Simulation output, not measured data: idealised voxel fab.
The following is a process module called voxel ribs on slabs.
Displayed cross-section: cut, width of 175 nm, square cells sized 5 nm.
Square cells in a grid make up a cross-section in this document, and the grid is given as bands, listed from the top down, each one or more rows of cells. Top, bottom (nm), then materials left to right with widths (nm); lone material tagged "full width" fills the whole band edge to edge; "air" = empty space. Below 0: as-received wafer, all one material; heights counted from there. Lowest band: no bottom, goes on down, written "top 0, no bottom". It should be noted that a width expressed as "30..40" varies in equal increments from row to row of cells within the band, taking the value of the first number at the top row and that of the second number at the bottom row. When a step is marked "no modifications", none of the cells in the cross-section changed during that step. The entry "Closed void inventory" lists the empty spaces that cover at least 8 cells and have no open path to the top. Each is written as width x height at distance, where the distance is measured from the left edge and all three values are in nm. Heads up: the bit after the settings on a step's line is the simulator's remark on that step. If you see "overlay nm" on a step's line and that step has a mask, it's telling you how far right of where it was planned the mask ended up; a negative number means it went left instead.

[Here's what the planned process steps look like]
| 1 | RECEIVE: material Si |
| 2 | DIRECTIONAL_DEP: material SiO2, thk nm 25 |
| 3 | DIRECTIONAL_DEP: material SiN, thk nm 25 |
| 4 | DIRECTIONAL_DEP: material aC, thk nm 10 |
| 5 | PATTERN: tone cover, mask id RIB, material resist, width nm 25, thk nm 25, overlay nm 0 |
| 6 | DIRECTIONAL_ETCH: etch materials aC, depth nm 10 |
| 7 | STRIP: etch materials resist |
| 8 | DIRECTIONAL_ETCH: etch materials SiN, depth nm 20 |
| 9 | STRIP: etch materials aC |
| 10 | PATTERN: tone cover, mask id SLAB, material resist, width nm 55, thk nm 20, overlay nm 0 |
| 11 | DIRECTIONAL_ETCH: etch materials SiN, depth nm 5 |
| 12 | STRIP: etch materials resist |
| 13 | FILL_DEP: material SiO2, thk nm 25 |
| 14 | CMP: height nm 65 |
| 15 | DIRECTIONAL_DEP: material TiN, thk nm 5 |
| 16 | PATTERN: tone cover, mask id HEATER, material resist, width nm 35, thk nm 15, overlay nm 0 |
| 17 | DIRECTIONAL_ETCH: etch materials TiN, depth nm 5 |
| 18 | STRIP: etch materials resist |
| 19 | CONFORMAL_DEP: material SiN, thk nm 5 |
Be aware that, although all wafers share a common starting state, the width nm at step 10 differs among them, and the plan displays the first wafer's value.

[Cross-section of the first of several received wafers, showing its state after step 1]
  top 0, no bottom: Si full width
  Closed void inventory: none

[End of module: cross-section of the first of several wafers after step 19, the last step]
  top 75, bottom 70: 65 air / 45 SiN / 65 air
  top 70, bottom 65: 70 SiN / 35 TiN / 70 SiN
  top 65, bottom 50: SiO2 full width
  top 50, bottom 30: 75 SiO2 / 25 SiN / 75 SiO2
  top 30, bottom 25: 60 SiO2 / 55 SiN / 60 SiO2
  top 25, bottom 0: SiO2 full width
  top 0, no bottom: Si full width
  Closed void inventory: none

[X-section, last wafer, module end]
  top 75, bottom 70: 65 air / 45 SiN / 65 air
  top 70, bottom 65: 70 SiN / 35 TiN / 70 SiN
  top 65, bottom 50: SiO2 full width
  top 50, bottom 30: 75 SiO2 / 25 SiN / 75 SiO2
  top 30, bottom 25: 50 SiO2 / 80 SiN / 45 SiO2
  top 25, bottom 0: SiO2 full width
  top 0, no bottom: Si full width
  Closed void inventory: none

[Here is how to read the rows: every wafer has a row, and it shows the wafer at the end of the module, giving for each material how many cells were gained (+) or lost (-) since the wafer was received, then listing its closed voids]
width nm 55, +68 SiN, +424 SiO2, +7 TiN, Closed void inventory: none
width nm 60, +69 SiN, +423 SiO2, +7 TiN, Closed void inventory: none
width nm 65, +70 SiN, +422 SiO2, +7 TiN, Closed void inventory: none
width nm 70, +71 SiN, +421 SiO2, +7 TiN, Closed void inventory: none
width nm 75, +72 SiN, +420 SiO2, +7 TiN, Closed void inventory: none
width nm 80, +73 SiN, +419 SiO2, +7 TiN, Closed void inventory: none
